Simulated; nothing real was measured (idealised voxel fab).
process module | voxel ribs on slabs
cross-section cut | 285 nm wide | cells 5 nm
A cross-section is a grid of square cells, given in bands from the top down. A band is one or more rows of cells.
Each band's line starts with the height of the band's top and of its bottom, in nm. Then come its materials from left to right, each with its width in nm. One material with "throughout" fills the band from edge to edge. "air" is empty space.
Height 0 is the level under which the wafer as received is all one material. The lowest band goes on downwards, as in "0 down".
A width such as "30 to 40" changes by the same amount from each row of cells to the next, from the band's top row to its bottom row.
"no change" after a step means that no cell of the cross-section changed.
closed voids: empty space of 8 cells or more with no open way to the top, each as width x height at its distance from the left edge, in nm
after a step's settings: what the simulator itself notes on the step
overlay nm, on a step with a mask: how far to the right of its planned place the mask lay; to the left if negative
plan
1 op RECEIVE | material Si
2 op DIRECTIONAL_DEP | material SiO2 | thk nm 25
3 op DIRECTIONAL_DEP | material polySi | thk nm 25
4 op PATTERN | tone cover | mask id RIB | material resist | width nm 30 | thk nm 20 | overlay nm 0
5 op DIRECTIONAL_ETCH | etch materials polySi | depth nm 5
6 op STRIP | etch materials resist
7 op PATTERN | tone cover | mask id SLAB | material resist | width nm 90 | thk nm 15 | overlay nm 0
8 op DIRECTIONAL_ETCH | etch materials polySi | depth nm 20
9 op STRIP | etch materials resist
10 op FILL_DEP | material SiO2 | thk nm 20
11 op CMP | height nm 65
12 op DIRECTIONAL_DEP | material W | thk nm 10
13 op MASKED_ETCH | tone cover | mask id HEATER | width nm 40 | etch materials W | depth nm 10 | overlay nm 0
14 op CONFORMAL_DEP | material SiO2 | thk nm 10
as received, after step 1
  0 down: Si throughout
  closed voids: none
first wafer at the end, as planned
  85 to 75: air 110 | SiO2 60 | air 115
  75 to 65: SiO2 120 | W 40 | SiO2 125
  65 to 50: SiO2 throughout
  50 to 45: SiO2 125 | polySi 30 | SiO2 130
  45 to 25: SiO2 95 | polySi 90 | SiO2 100
  25 to 0: SiO2 throughout
  0 down: Si throughout
  closed voids: none
second wafer at the end: like start, like plan, one mistake
  85 to 75: air 105 | SiO2 60 | air 120
  75 to 65: SiO2 115 | W 40 | SiO2 130
  65 to 50: SiO2 throughout
  50 to 45: SiO2 125 | polySi 30 | SiO2 130
  45 to 25: SiO2 95 | polySi 90 | SiO2 100
  25 to 0: SiO2 throughout
  0 down: Si throughout
  closed voids: none
what went wrong: step 13 ran as: op MASKED_ETCH | tone cover | mask id HEATER | width nm 40 | etch materials W | depth nm 10 | overlay nm -5
at the end the second wafer has, in cells: as many of each material as the first, in other places
